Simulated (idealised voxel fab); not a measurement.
process module | voxel ribs on slabs
cross-section cut | 285 nm wide | cells 5 nm
A cross-section is a grid of square cells, given in bands from the top down. A band is one or more rows of cells.
Each band's line starts with the height of the band's top and of its bottom, in nm. Then come its materials from left to right, each with its width in nm. One material with "throughout" fills the band from edge to edge. "air" is empty space.
Height 0 is the level under which the wafer as received is all one material. The lowest band goes on downwards, as in "0 down".
A width such as "30 to 40" changes by the same amount from each row of cells to the next, from the band's top row to its bottom row.
"no change" after a step means that no cell of the cross-section changed.
closed voids: empty space of 8 cells or more with no open way to the top, each as width x height at its distance from the left edge, in nm
after a step's settings: what the simulator itself notes on the step
overlay nm, on a step with a mask: how far to the right of its planned place the mask lay; to the left if negative
plan
1 op RECEIVE | material Si
2 op DIRECTIONAL_DEP | material SiO2 | thk nm 30
3 op DIRECTIONAL_DEP | material SiN | thk nm 15
4 op DIRECTIONAL_DEP | material aC | thk nm 10
5 op PATTERN | tone cover | mask id RIB | material resist | width nm 15 | thk nm 25 | overlay nm 0
6 op DIRECTIONAL_ETCH | etch materials aC | depth nm 10
7 op STRIP | etch materials resist
8 op DIRECTIONAL_ETCH | etch materials SiN | depth nm 10
9 op STRIP | etch materials aC
10 op PATTERN | tone cover | mask id SLAB | material resist | width nm 45 | thk nm 15 | overlay nm 0
11 op DIRECTIONAL_ETCH | etch materials SiN | depth nm 5
12 op STRIP | etch materials resist
13 op FILL_DEP | material SiO2 | thk nm 25
14 op CMP | height nm 65
15 op DIRECTIONAL_DEP | material W | thk nm 5
16 op MASKED_ETCH | tone cover | mask id HEATER | width nm 25 | etch materials W | depth nm 5 | overlay nm 0
17 op CONFORMAL_DEP | material SiO2 | thk nm 5
as received, after step 1
  0 down: Si throughout
  closed voids: none
a wafer at the end: this start, this plan, one mistake
  75 to 70: air 125 | SiO2 35 | air 125
  70 to 65: SiO2 130 | W 25 | SiO2 130
  65 to 45: SiO2 throughout
  45 to 35: SiO2 135 | SiN 15 | SiO2 135
  35 to 30: SiO2 110 | SiN 45 | SiO2 130
  30 to 0: SiO2 throughout
  0 down: Si throughout
  closed voids: none
what went wrong: step 10 ran as: op PATTERN | tone cover | mask id SLAB | material resist | width nm 45 | thk nm 15 | overlay nm -10
